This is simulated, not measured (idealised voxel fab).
A process module follows: voxel self aligned contacts.
We display cut, a cross-section 210 nm in width whose square cells are each 5 nm.
Cross-section format: a grid of square cells, given as bands from top to bottom; each band is one or more rows of cells. In this notation a band is specified by the heights of its top and bottom, in that order and in nm, after which its materials appear from left to right, each paired with its width in nm. The word "throughout" attached to a single material means that material fills the band from edge to edge; the word "blank" stands for empty space. For the purposes of this specification, 0 denotes the height below which the wafer in its as-received condition is composed wholly of one material, and the lowermost band, lacking a lower limit, extends downward without end, as expressed in "0 down". A width such as "30->40" changes by the same amount from each row of cells to the next, from the band's top row to its bottom row. "remained the same", as given for a step, is the statement that not any cell of the cross-section underwent a change during that step. "Voids lacking openings" contains a list of empty spaces, each no smaller than 8 cells and without an open way to the top, written in the form width x height at distance with the distance from the left edge and all three in nm. Text after the settings on a step's line: the simulator's own remark on that step. A step line may carry the setting "overlay nm", which, for steps involving a mask, states the distance by which the mask lay to the right of its intended position; negative values denote displacement to the left.

## Process steps (planned)
- 1: RECEIVE: material Si
- 2: OXIDIZE: depth nm 5
- 3: DIRECTIONAL_DEP: material polySi, thk nm 30
- 4: DIRECTIONAL_DEP: material SiN, thk nm 20
- 5: MASKED_ETCH: tone cover, mask id GATE, width nm 25, pitch nm 60, etch materials SiN, depth nm 20, overlay nm 0
- 6: MASKED_ETCH: tone cover, mask id GATE, width nm 25, pitch nm 60, etch materials polySi, depth nm 30, overlay nm 0
- 7: CONFORMAL_DEP: material SiN, thk nm 10
- 8: DIRECTIONAL_ETCH: etch materials SiN, depth nm 10
- 9: FILL_DEP: material SiO2, thk nm 15
- 10: CMP: height nm 60
- 11: MASKED_ETCH: tone open, mask id CONTACT, width nm 45, etch materials SiO2, depth nm 65, overlay nm 0
- 12: CONFORMAL_DEP: material TiN, thk nm 5
- 13: FILL_DEP: material W, thk nm 10
- 14: CMP: height nm 60
- 15: CONFORMAL_DEP: material SiN, thk nm 5

## First wafer, two in total, run as planned

## The cross-section here shows the wafer as received, i.e. in its state after step 1
    0 down  Si throughout
    Voids lacking openings: none

## Step 2 complete: cross-section through the wafer
    0 to -5  SiO2 throughout
    below -5: unchanged

## Step 3 complete: cross-section through the wafer
    30 to 0  polySi throughout
    below 0: unchanged

## Step 4 complete: cross-section through the wafer
    50 to 30  SiN throughout
    below 30: unchanged

## Step 5 complete: cross-section through the wafer
    50 to 30  blank: 60 / SiN: 25 / blank: 35 / SiN: 25 / blank: 65
    below 30: unchanged

## Step 6 complete: cross-section through the wafer
    50 to 30  blank: 60 / SiN: 25 / blank: 35 / SiN: 25 / blank: 65
    30 to 0  blank: 60 / polySi: 25 / blank: 35 / polySi: 25 / blank: 65
    below 0: unchanged

## Step 7 complete: cross-section through the wafer
    60 to 30  blank: 50 / SiN: 45 / blank: 15 / SiN: 45 / blank: 55
    30 to 10  blank: 50 / SiN: 10 / polySi: 25 / SiN: 10 / blank: 15 / SiN: 10 / polySi: 25 / SiN: 10 / blank: 55
    10 to 0  SiN: 60 / polySi: 25 / SiN: 35 / polySi: 25 / SiN: 65
    below 0: unchanged

## Step 8 complete: cross-section through the wafer
    50 to 30  blank: 50 / SiN: 45 / blank: 15 / SiN: 45 / blank: 55
    30 to 0  blank: 50 / SiN: 10 / polySi: 25 / SiN: 10 / blank: 15 / SiN: 10 / polySi: 25 / SiN: 10 / blank: 55
    below 0: unchanged

## Step 9 complete: cross-section through the wafer
    65 to 50  SiO2 throughout
    50 to 30  SiO2: 50 / SiN: 45 / SiO2: 15 / SiN: 45 / SiO2: 55
    30 to 0  SiO2: 50 / SiN: 10 / polySi: 25 / SiN: 10 / SiO2: 15 / SiN: 10 / polySi: 25 / SiN: 10 / SiO2: 55
    below 0: unchanged

## Step 10 complete: cross-section through the wafer
    60 to 50  SiO2 throughout
    below 50: unchanged

## Step 11 complete: cross-section through the wafer
    60 to 50  SiO2: 80 / blank: 45 / SiO2: 85
    50 to 30  SiO2: 50 / SiN: 45 / blank: 15 / SiN: 45 / SiO2: 55
    30 to 0  SiO2: 50 / SiN: 10 / polySi: 25 / SiN: 10 / blank: 15 / SiN: 10 / polySi: 25 / SiN: 10 / SiO2: 55
    0 to -5  SiO2: 95 / blank: 15 / SiO2: 100
    below -5: unchanged

## Step 12 complete: cross-section through the wafer
    65 to 60  TiN: 85 / blank: 35 / TiN: 90
    60 to 50  SiO2: 80 / TiN: 5->20 / blank: 35->5 / TiN: 5->20 / SiO2: 85
    50 to 30  SiO2: 50 / SiN: 45 / TiN: 5 / blank: 5 / TiN: 5 / SiN: 45 / SiO2: 55
    30 to 0  SiO2: 50 / SiN: 10 / polySi: 25 / SiN: 10 / TiN: 5 / blank: 5 / TiN: 5 / SiN: 10 / polySi: 25 / SiN: 10 / SiO2: 55
    0 to -5  SiO2: 95 / TiN: 15 / SiO2: 100
    below -5: unchanged

## Step 13 complete: cross-section through the wafer
    75 to 65  W throughout
    65 to 60  TiN: 85 / W: 35 / TiN: 90
    60 to 50  SiO2: 80 / TiN: 5->20 / W: 35->5 / TiN: 5->20 / SiO2: 85
    50 to 30  SiO2: 50 / SiN: 45 / TiN: 5 / W: 5 / TiN: 5 / SiN: 45 / SiO2: 55
    30 to 0  SiO2: 50 / SiN: 10 / polySi: 25 / SiN: 10 / TiN: 5 / W: 5 / TiN: 5 / SiN: 10 / polySi: 25 / SiN: 10 / SiO2: 55
    below 0: unchanged

## Step 14 complete: cross-section through the wafer
    60 to 50  SiO2: 80 / TiN: 5->20 / W: 35->5 / TiN: 5->20 / SiO2: 85
    below 50: unchanged

## Step 15 complete: cross-section through the wafer
    65 to 60  SiN throughout
    below 60: unchanged

## Second wafer. Start and plan as for the first. One mistake made in running. Agrees with the first up to and including step 1

Second wafer profile in section, at the moment step 2 of the plan was meant to be complete: remained the same

## Second wafer profile in section, at the moment step 3 of the plan was meant to be complete
    30 to 0  polySi throughout
    below 0: unchanged

## Second wafer profile in section, at the moment step 4 of the plan was meant to be complete
    50 to 30  SiN throughout
    below 30: unchanged

## Second wafer profile in section, at the moment step 5 of the plan was meant to be complete
    50 to 30  blank: 60 / SiN: 25 / blank: 35 / SiN: 25 / blank: 65
    below 30: unchanged

## Second wafer profile in section, at the moment step 6 of the plan was meant to be complete
    50 to 30  blank: 60 / SiN: 25 / blank: 35 / SiN: 25 / blank: 65
    30 to 0  blank: 60 / polySi: 25 / blank: 35 / polySi: 25 / blank: 65
    below 0: unchanged

## Second wafer profile in section, at the moment step 7 of the plan was meant to be complete
    60 to 30  blank: 50 / SiN: 45 / blank: 15 / SiN: 45 / blank: 55
    30 to 10  blank: 50 / SiN: 10 / polySi: 25 / SiN: 10 / blank: 15 / SiN: 10 / polySi: 25 / SiN: 10 / blank: 55
    10 to 0  SiN: 60 / polySi: 25 / SiN: 35 / polySi: 25 / SiN: 65
    below 0: unchanged

## Second wafer profile in section, at the moment step 8 of the plan was meant to be complete
    50 to 30  blank: 50 / SiN: 45 / blank: 15 / SiN: 45 / blank: 55
    30 to 0  blank: 50 / SiN: 10 / polySi: 25 / SiN: 10 / blank: 15 / SiN: 10 / polySi: 25 / SiN: 10 / blank: 55
    below 0: unchanged

## Second wafer profile in section, at the moment step 9 of the plan was meant to be complete
    65 to 50  SiO2 throughout
    50 to 30  SiO2: 50 / SiN: 45 / SiO2: 15 / SiN: 45 / SiO2: 55
    30 to 0  SiO2: 50 / SiN: 10 / polySi: 25 / SiN: 10 / SiO2: 15 / SiN: 10 / polySi: 25 / SiN: 10 / SiO2: 55
    below 0: unchanged

## Second wafer profile in section, at the moment step 10 of the plan was meant to be complete
    60 to 50  SiO2 throughout
    below 50: unchanged

## Second wafer profile in section, at the moment step 11 of the plan was meant to be complete
    60 to 50  SiO2: 80 / blank: 45 / SiO2: 85
    50 to 30  SiO2: 50 / SiN: 45 / blank: 15 / SiN: 45 / SiO2: 55
    30 to 0  SiO2: 50 / SiN: 10 / polySi: 25 / SiN: 10 / blank: 15 / SiN: 10 / polySi: 25 / SiN: 10 / SiO2: 55
    below 0: unchanged

## Second wafer profile in section, at the moment step 12 of the plan was meant to be complete
    65 to 60  TiN: 85 / blank: 35 / TiN: 90
    60 to 50  SiO2: 80 / TiN: 5->20 / blank: 35->5 / TiN: 5->20 / SiO2: 85
    50 to 30  SiO2: 50 / SiN: 45 / TiN: 5 / blank: 5 / TiN: 5 / SiN: 45 / SiO2: 55
    30 to 5  SiO2: 50 / SiN: 10 / polySi: 25 / SiN: 10 / TiN: 5 / blank: 5 / TiN: 5 / SiN: 10 / polySi: 25 / SiN: 10 / SiO2: 55
    5 to 0  SiO2: 50 / SiN: 10 / polySi: 25 / SiN: 10 / TiN: 15 / SiN: 10 / polySi: 25 / SiN: 10 / SiO2: 55
    below 0: unchanged

## Second wafer profile in section, at the moment step 13 of the plan was meant to be complete
    75 to 65  W throughout
    65 to 60  TiN: 85 / W: 35 / TiN: 90
    60 to 50  SiO2: 80 / TiN: 5->20 / W: 35->5 / TiN: 5->20 / SiO2: 85
    50 to 30  SiO2: 50 / SiN: 45 / TiN: 5 / W: 5 / TiN: 5 / SiN: 45 / SiO2: 55
    30 to 5  SiO2: 50 / SiN: 10 / polySi: 25 / SiN: 10 / TiN: 5 / W: 5 / TiN: 5 / SiN: 10 / polySi: 25 / SiN: 10 / SiO2: 55
    below 5: unchanged

## Second wafer profile in section, at the moment step 14 of the plan was meant to be complete
    60 to 50  SiO2: 80 / TiN: 5->20 / W: 35->5 / TiN: 5->20 / SiO2: 85
    below 50: unchanged

## Second wafer profile in section, at the moment step 15 of the plan was meant to be complete
    65 to 60  SiN throughout
    below 60: unchanged
Finding, execution versus plan: step 2 was left out
Looking at both finished wafers in cells, the second ends up ahead of or behind the first on some materials: 42 more of Si, 39 fewer of SiO2, 2 fewer of TiN, 1 fewer of W
